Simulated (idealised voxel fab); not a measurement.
Module name: voxel transistor to metal (process module)
This is section cut - it's 185 nm across, gridded in 5 nm square cells.
Square cells in a grid make up a cross-section in this document, and the grid is given as bands, listed from the top down, each one or more rows of cells.
Heads up on the band format: heights come first, top then bottom, in nm. After that it's the materials left to right, each with its width in nm. A single material flagged "full width" fills the whole band edge to edge, and "empty" means there's empty space there.
Height is counted from the level 0, under which the received wafer is composed throughout of one material. The lowest of the bands is not closed at the bottom but continues downward, in the notation "0 nm and below".
So if you see something like "30 to 40" for the width, read it as the top row of the band sitting at the first number and the bottom row at the second, with every row in between moving by the same amount as the last.
Where the words "no alteration" appear for a step, the cross-section shows no cell changed by that step; every cell remained as before.
In the "Sealed internal voids" entry, you get each enclosed empty space of 8 cells or more, one with no open way to the top, written width x height at distance, distance from the left edge, in nm.
The remark found on a step's line after its settings is issued by the simulator itself and pertains to that step.
overlay nm: mask offset rightward from planned place, masked step; negative means leftward offset.

-- Process steps foreseen in the plan
- 1: RECEIVE (material Si)
- 2: OXIDIZE (depth nm 5)
- 3: CONFORMAL_DEP (material SiN; thk nm 10)
- 4: DIRECTIONAL_DEP (material aC; thk nm 10)
- 5: PATTERN (tone cover; mask id ACTIVE; material resist; width nm 120; thk nm 25; overlay nm 0)
- 6: DIRECTIONAL_ETCH (etch materials aC; depth nm 10)
- 7: STRIP (etch materials resist)
- 8: DIRECTIONAL_ETCH (etch materials SiN; depth nm 10)
- 9: DIRECTIONAL_ETCH (etch materials SiO2; depth nm 5)
- 10: DIRECTIONAL_ETCH (etch materials Si; depth nm 20)
- 11: STRIP (etch materials aC)
- 12: OXIDIZE (depth nm 5)
- 13: FILL_DEP (material SiO2; thk nm 5)
- 14: CMP (height nm 10)
- 15: SELECTIVE_ETCH (etch materials SiO2; depth nm 5)
- 16: STRIP (etch materials SiN)
- 17: SELECTIVE_ETCH (etch materials SiO2; depth nm 5)
- 18: OXIDIZE (depth nm 5)
- 19: DIRECTIONAL_DEP (material polySi; thk nm 25)
- 20: DIRECTIONAL_DEP (material SiCN; thk nm 10)
- 21: PATTERN (tone cover; mask id GATE; material resist; width nm 30; thk nm 15; overlay nm 0)
- 22: DIRECTIONAL_ETCH (etch materials SiCN; depth nm 20)
- 23: DIRECTIONAL_ETCH (etch materials polySi; depth nm 35)
- 24: STRIP (etch materials resist)
- 25: CONFORMAL_DEP (material SiO2; thk nm 5)
- 26: DIRECTIONAL_ETCH (etch materials SiO2; depth nm 5)
- 27: CONFORMAL_DEP (material SiN; thk nm 5)
- 28: DIRECTIONAL_ETCH (etch materials SiN; depth nm 5)
- 29: DIRECTIONAL_ETCH (etch materials SiO2; depth nm 5)
- 30: DIRECTIONAL_ETCH (etch materials Si; depth nm 5)
- 31: EPI (material SiGe; thk nm 5)
- 32: FILL_DEP (material SiO2; thk nm 5)
- 33: CMP (height nm 20)
- 34: STRIP (etch materials polySi)
- 35: SELECTIVE_ETCH (etch materials SiO2; depth nm 5)
- 36: CONFORMAL_DEP (material HfO2; thk nm 5)
- 37: CONFORMAL_DEP (material TiN; thk nm 5)
- 38: FILL_DEP (material W; thk nm 5)
- 39: CMP (height nm 15)
- 40: DIRECTIONAL_DEP (material SiO2; thk nm 15)
- 41: PATTERN (tone open; mask id CONTACT; material resist; width nm 15; pitch nm 85; thk nm 15; overlay nm 0)
- 42: DIRECTIONAL_ETCH (etch materials SiO2; depth nm 40)
- 43: STRIP (etch materials resist)
- 44: CONFORMAL_DEP (material TiN; thk nm 5)
- 45: FILL_DEP (material Ru; thk nm 10)
- 46: CMP (height nm 30)
- 47: CONFORMAL_DEP (material SiN; thk nm 5)
- 48: DIRECTIONAL_DEP (material SiO2; thk nm 25)
- 49: PATTERN (tone open; mask id METAL_1; material resist; width nm 15; pitch nm 85; thk nm 20; overlay nm 0)
- 50: DIRECTIONAL_ETCH (etch materials SiO2; depth nm 25)
- 51: DIRECTIONAL_ETCH (etch materials SiN; depth nm 5)
- 52: STRIP (etch materials resist)
- 53: CONFORMAL_DEP (material TiN; thk nm 5)
- 54: FILL_DEP (material Cu; thk nm 10)
- 55: CMP (height nm 60)
- 56: CONFORMAL_DEP (material SiCN; thk nm 5)

-- Incoming wafer in cross-section (state: after step 1)
	0 nm and below | Si full width
	Sealed internal voids: none

-- Result of the module, cross-sectioned: start per above, plan per above, one error in how it was run
	65 nm to 60 nm | SiCN full width
	60 nm to 35 nm | SiO2 40 | TiN 5 | Cu 5 | TiN 5 | SiO2 70 | TiN 5 | Cu 5 | TiN 5 | SiO2 45
	35 nm to 30 nm | SiN 40 | TiN 15 | SiN 70 | TiN 15 | SiN 45
	30 nm to 15 nm | SiO2 35 | TiN 5 | Ru 15 | TiN 5 | SiO2 60 | TiN 5 | Ru 15 | TiN 5 | SiO2 40
	15 nm to 0 nm | SiO2 35 | TiN 5 | Ru 15 | TiN 5 | SiO2 5 | SiN 5 | HfO2 5 | TiN 5 | W 20 | TiN 5 | HfO2 5 | SiN 5 | SiO2 5 | TiN 5 | Ru 15 | TiN 5 | SiO2 40
	0 nm to -5 nm | SiO2 30 | SiN 5 | TiN 5 | Ru 15 | TiN 5 | SiO2 5 | SiN 5 | HfO2 5 | TiN 30 | HfO2 5 | SiN 5 | SiO2 5 | TiN 5 | Ru 15 | TiN 5 | SiN 5 | SiO2 35
	-5 nm to -10 nm | SiO2 35 | TiN 25 | SiGe 5 | SiO2 5 | HfO2 40 | SiO2 5 | SiGe 5 | TiN 25 | SiO2 40
	-10 nm to -15 nm | SiO2 35 | SiGe 30 | Si 50 | SiGe 30 | SiO2 40
	-15 nm to -30 nm | SiO2 35 | Si 110 | SiO2 40
	-30 nm and below | Si full width
	Sealed internal voids: none
Want to know what went wrong? step 41, actual vs plan mismatch, actual run PATTERN (tone open; mask id CONTACT; material resist; width nm 25; pitch nm 85; thk nm 15; overlay nm 0)
